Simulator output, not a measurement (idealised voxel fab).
process module | voxel fin reveal
cross-section cut | 180 nm wide | cells 5 nm
A cross-section is a grid of square cells, given in bands from the top down. A band is one or more rows of cells.
Each band's line starts with the height of the band's top and of its bottom, in nm. Then come its materials from left to right, each with its width in nm. One material with "throughout" fills the band from edge to edge. "air" is empty space.
Height 0 is the level under which the wafer as received is all one material. The lowest band goes on downwards, as in "0 down".
A width such as "30 to 40" changes by the same amount from each row of cells to the next, from the band's top row to its bottom row.
"no change" after a step means that no cell of the cross-section changed.
closed voids: empty space of 8 cells or more with no open way to the top, each as width x height at its distance from the left edge, in nm
after a step's settings: what the simulator itself notes on the step
overlay nm, on a step with a mask: how far to the right of its planned place the mask lay; to the left if negative
plan
1 op RECEIVE | material Si
2 op CONFORMAL_DEP | material SiN | thk nm 10
3 op DIRECTIONAL_DEP | material aC | thk nm 15
4 op PATTERN | tone cover | mask id FINS | material resist | width nm 15 | pitch nm 40 | thk nm 35 | overlay nm 0
5 op DIRECTIONAL_ETCH | etch materials aC | depth nm 15
6 op STRIP | etch materials resist
7 op DIRECTIONAL_ETCH | etch materials SiN | depth nm 10
8 op DIRECTIONAL_ETCH | etch materials Si | depth nm 35
9 op STRIP | etch materials aC
10 op FILL_DEP | material SiO2 | thk nm 10
11 op CMP | height nm 10
12 op SELECTIVE_ETCH | etch materials SiO2 | depth nm 20
13 op STRIP | etch materials SiN
first wafer, as planned
as received, after step 1
  0 down: Si throughout
  closed voids: none
after step 2
  10 to 0: SiN throughout
  below 0: unchanged
after step 3
  25 to 10: aC throughout
  below 10: unchanged
after step 4
  60 to 25: air 40 | resist 15 | air 25 | resist 15 | air 25 | resist 15 | air 45
  below 25: unchanged
after step 5
  45 to 25: air 40 | resist 15 | air 25 | resist 15 | air 25 | resist 15 | air 45
  25 to 10: air 40 | aC 15 | air 25 | aC 15 | air 25 | aC 15 | air 45
  below 10: unchanged
after step 6
  25 to 10: air 40 | aC 15 | air 25 | aC 15 | air 25 | aC 15 | air 45
  below 10: unchanged
after step 7
  25 to 10: air 40 | aC 15 | air 25 | aC 15 | air 25 | aC 15 | air 45
  10 to 0: air 40 | SiN 15 | air 25 | SiN 15 | air 25 | SiN 15 | air 45
  below 0: unchanged
after step 8
  25 to 10: air 40 | aC 15 | air 25 | aC 15 | air 25 | aC 15 | air 45
  10 to 0: air 40 | SiN 15 | air 25 | SiN 15 | air 25 | SiN 15 | air 45
  0 to -35: air 40 | Si 15 | air 25 | Si 15 | air 25 | Si 15 | air 45
  below -35: unchanged
after step 9
  10 to 0: air 40 | SiN 15 | air 25 | SiN 15 | air 25 | SiN 15 | air 45
  below 0: unchanged
after step 10
  20 to 10: SiO2 throughout
  10 to 0: SiO2 40 | SiN 15 | SiO2 25 | SiN 15 | SiO2 25 | SiN 15 | SiO2 45
  0 to -35: SiO2 40 | Si 15 | SiO2 25 | Si 15 | SiO2 25 | Si 15 | SiO2 45
  below -35: unchanged
after step 11
  10 to 0: SiO2 40 | SiN 15 | SiO2 25 | SiN 15 | SiO2 25 | SiN 15 | SiO2 45
  below 0: unchanged
after step 12
  10 to 0: air 40 | SiN 15 | air 25 | SiN 15 | air 25 | SiN 15 | air 45
  0 to -10: air 40 | Si 15 | air 25 | Si 15 | air 25 | Si 15 | air 45
  below -10: unchanged
after step 13
  0 to -10: air 40 | Si 15 | air 25 | Si 15 | air 25 | Si 15 | air 45
  below -10: unchanged
second wafer: like start, like plan, one mistake. Through step 5 it matches the first wafer
when step 6 should have ended: no change
when step 7 should have ended
  45 to 25: air 40 | resist 15 | air 25 | resist 15 | air 25 | resist 15 | air 45
  25 to 10: air 40 | aC 15 | air 25 | aC 15 | air 25 | aC 15 | air 45
  10 to 0: air 40 | SiN 15 | air 25 | SiN 15 | air 25 | SiN 15 | air 45
  below 0: unchanged
when step 8 should have ended
  45 to 25: air 40 | resist 15 | air 25 | resist 15 | air 25 | resist 15 | air 45
  25 to 10: air 40 | aC 15 | air 25 | aC 15 | air 25 | aC 15 | air 45
  10 to 0: air 40 | SiN 15 | air 25 | SiN 15 | air 25 | SiN 15 | air 45
  0 to -35: air 40 | Si 15 | air 25 | Si 15 | air 25 | Si 15 | air 45
  below -35: unchanged
when step 9 should have ended
  10 to 0: air 40 | SiN 15 | air 25 | SiN 15 | air 25 | SiN 15 | air 45
  below 0: unchanged
when step 10 should have ended
  20 to 10: SiO2 throughout
  10 to 0: SiO2 40 | SiN 15 | SiO2 25 | SiN 15 | SiO2 25 | SiN 15 | SiO2 45
  0 to -35: SiO2 40 | Si 15 | SiO2 25 | Si 15 | SiO2 25 | Si 15 | SiO2 45
  below -35: unchanged
when step 11 should have ended
  10 to 0: SiO2 40 | SiN 15 | SiO2 25 | SiN 15 | SiO2 25 | SiN 15 | SiO2 45
  below 0: unchanged
when step 12 should have ended
  10 to 0: air 40 | SiN 15 | air 25 | SiN 15 | air 25 | SiN 15 | air 45
  0 to -10: air 40 | Si 15 | air 25 | Si 15 | air 25 | Si 15 | air 45
  below -10: unchanged
when step 13 should have ended
  0 to -10: air 40 | Si 15 | air 25 | Si 15 | air 25 | Si 15 | air 45
  below -10: unchanged
what went wrong: step 6 was left out
at the end the two cross-sections are the same: no effect in what this model computes
